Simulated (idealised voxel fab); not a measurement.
process module | voxel transistor to metal
cross-section cut | 155 nm wide | cells 5 nm
A cross-section is a grid of square cells, given in bands from the top down. A band is one or more rows of cells.
Each band's line starts with the height of the band's top and of its bottom, in nm. Then come its materials from left to right, each with its width in nm. One material with "throughout" fills the band from edge to edge. "air" is empty space.
Height 0 is the level under which the wafer as received is all one material. The lowest band goes on downwards, as in "0 down".
A width such as "30 to 40" changes by the same amount from each row of cells to the next, from the band's top row to its bottom row.
"no change" after a step means that no cell of the cross-section changed.
closed voids: empty space of 8 cells or more with no open way to the top, each as width x height at its distance from the left edge, in nm
after a step's settings: what the simulator itself notes on the step
overlay nm, on a step with a mask: how far to the right of its planned place the mask lay; to the left if negative
plan
1 op RECEIVE | material Si
2 op OXIDIZE | depth nm 5
3 op CONFORMAL_DEP | material SiN | thk nm 15
4 op DIRECTIONAL_DEP | material aC | thk nm 15
5 op PATTERN | tone cover | mask id ACTIVE | material resist | width nm 110 | thk nm 35 | overlay nm 0
6 op DIRECTIONAL_ETCH | etch materials aC | depth nm 15
7 op STRIP | etch materials resist
8 op DIRECTIONAL_ETCH | etch materials SiN | depth nm 15
9 op DIRECTIONAL_ETCH | etch materials SiO2 | depth nm 5
10 op DIRECTIONAL_ETCH | etch materials Si | depth nm 35
11 op STRIP | etch materials aC
12 op OXIDIZE | depth nm 5
13 op FILL_DEP | material SiO2 | thk nm 15
14 op CMP | height nm 15
15 op SELECTIVE_ETCH | etch materials SiO2 | depth nm 10
16 op STRIP | etch materials SiN
17 op SELECTIVE_ETCH | etch materials SiO2 | depth nm 5
18 op OXIDIZE | depth nm 5
19 op DIRECTIONAL_DEP | material polySi | thk nm 25
20 op DIRECTIONAL_DEP | material SiCN | thk nm 10
21 op DIRECTIONAL_DEP | material aC | thk nm 10
22 op PATTERN | tone cover | mask id GATE | material resist | width nm 20 | thk nm 25 | overlay nm 0
23 op DIRECTIONAL_ETCH | etch materials aC | depth nm 10
24 op STRIP | etch materials resist
25 op DIRECTIONAL_ETCH | etch materials SiCN | depth nm 20
26 op DIRECTIONAL_ETCH | etch materials polySi | depth nm 35
27 op STRIP | etch materials aC
28 op CONFORMAL_DEP | material SiN | thk nm 5
29 op DIRECTIONAL_ETCH | etch materials SiN | depth nm 5
30 op DIRECTIONAL_ETCH | etch materials SiO2 | depth nm 5
31 op DIRECTIONAL_ETCH | etch materials Si | depth nm 10
32 op EPI | material pSi | thk nm 15
33 op FILL_DEP | material SiO2 | thk nm 10
34 op CMP | height nm 30
35 op DIRECTIONAL_DEP | material SiO2 | thk nm 15
36 op MASKED_ETCH | tone open | mask id CONTACT | width nm 30 | pitch nm 60 | etch materials SiO2 | depth nm 50 | overlay nm 0
37 op CONFORMAL_DEP | material TiN | thk nm 5
38 op FILL_DEP | material Ru | thk nm 10
39 op CMP | height nm 45
40 op CONFORMAL_DEP | material SiCN | thk nm 5
41 op DIRECTIONAL_DEP | material SiO2 | thk nm 25
42 op PATTERN | tone open | mask id METAL_1 | material resist | width nm 20 | pitch nm 70 | thk nm 20 | overlay nm 0
43 op DIRECTIONAL_ETCH | etch materials SiO2 | depth nm 25
44 op DIRECTIONAL_ETCH | etch materials SiCN | depth nm 5
45 op STRIP | etch materials resist
46 op CONFORMAL_DEP | material TiN | thk nm 5
47 op FILL_DEP | material W | thk nm 5
48 op CMP | height nm 75
49 op EPI | material Ru | thk nm 5
50 op FILL_DEP | material SiCN | thk nm 5
as received, after step 1
  0 down: Si throughout
  closed voids: none
first wafer at the end, as planned
  85 to 80: SiCN throughout
  80 to 75: SiCN 25 | Ru 30 | SiCN 40 | Ru 30 | SiCN 30
  75 to 50: SiO2 30 | TiN 5 | W 10 | TiN 5 | SiO2 50 | TiN 5 | W 10 | TiN 5 | SiO2 35
  50 to 45: SiCN 30 | TiN 20 | SiCN 50 | TiN 20 | SiCN 35
  45 to 30: SiO2 30 | TiN 5 | Ru 20 | TiN 5 | SiO2 30 | TiN 5 | Ru 20 | TiN 5 | SiO2 35
  30 to 20: SiO2 30 | TiN 5 | Ru 20 | TiN 5 | SiN 5 | SiCN 20 | SiN 5 | TiN 5 | Ru 20 | TiN 5 | SiO2 35
  20 to 10: SiO2 30 | TiN 5 | Ru 20 | TiN 5 | SiN 5 | polySi 20 | SiN 5 | TiN 5 | Ru 20 | TiN 5 | SiO2 35
  10 to 5: SiO2 30 | TiN 5 | Ru 5 | TiN 20 | SiN 5 | polySi 20 | SiN 5 | TiN 20 | Ru 5 | TiN 5 | SiO2 35
  5 to 0: SiO2 30 | TiN 5 | Ru 5 | TiN 5 | pSi 15 | SiN 5 | polySi 20 | SiN 5 | pSi 15 | TiN 5 | Ru 5 | TiN 5 | SiO2 35
  0 to -5: SiO2 15 | SiN 5 | SiO2 10 | TiN 15 | pSi 15 | SiN 5 | polySi 20 | SiN 5 | pSi 15 | TiN 15 | SiO2 10 | SiN 5 | SiO2 20
  -5 to -10: SiO2 20 | pSi 40 | SiO2 30 | pSi 40 | SiO2 25
  -10 to -20: SiO2 25 | pSi 35 | Si 30 | pSi 35 | SiO2 30
  -20 to -45: SiO2 25 | Si 100 | SiO2 30
  -45 down: Si throughout
  closed voids: none
second wafer at the end: like start, like plan, one mistake
  85 to 80: SiCN throughout
  80 to 75: SiCN 25 | Ru 30 | SiCN 40 | Ru 30 | SiCN 30
  75 to 50: SiO2 30 | TiN 5 | W 10 | TiN 5 | SiO2 50 | TiN 5 | W 10 | TiN 5 | SiO2 35
  50 to 45: SiCN 30 | TiN 20 | SiCN 50 | TiN 20 | SiCN 35
  45 to 30: SiO2 30 | TiN 5 | Ru 20 | TiN 5 | SiO2 30 | TiN 5 | Ru 20 | TiN 5 | SiO2 35
  30 to 25: SiO2 30 | TiN 5 | Ru 20 | TiN 5 | SiN 5 | SiCN 20 | SiN 5 | TiN 5 | Ru 20 | TiN 5 | SiO2 35
  25 to 0: SiO2 30 | TiN 5 | Ru 20 | TiN 5 | SiN 5 | polySi 20 | SiN 5 | TiN 5 | Ru 20 | TiN 5 | SiO2 35
  0 to -5: SiO2 20 | SiN 5 | SiO2 5 | TiN 30 | SiO2 30 | TiN 30 | SiO2 5 | SiN 5 | SiO2 25
  -5 to -10: pSi 20 | SiO2 110 | pSi 25
  -10 to -20: pSi 15 | SiO2 120 | pSi 20
  -20 to -45: Si 15 | SiO2 120 | Si 20
  -45 down: Si throughout
  closed voids: none
what went wrong: step 5 ran as: op PATTERN | tone open | mask id ACTIVE | material resist | width nm 110 | thk nm 35 | overlay nm 0
at the end the second wafer has, in cells: 12 more of Ru | 77 fewer of Si | 4 fewer of SiCN | 2 fewer of SiN | 104 more of SiO2 | 33 fewer of pSi
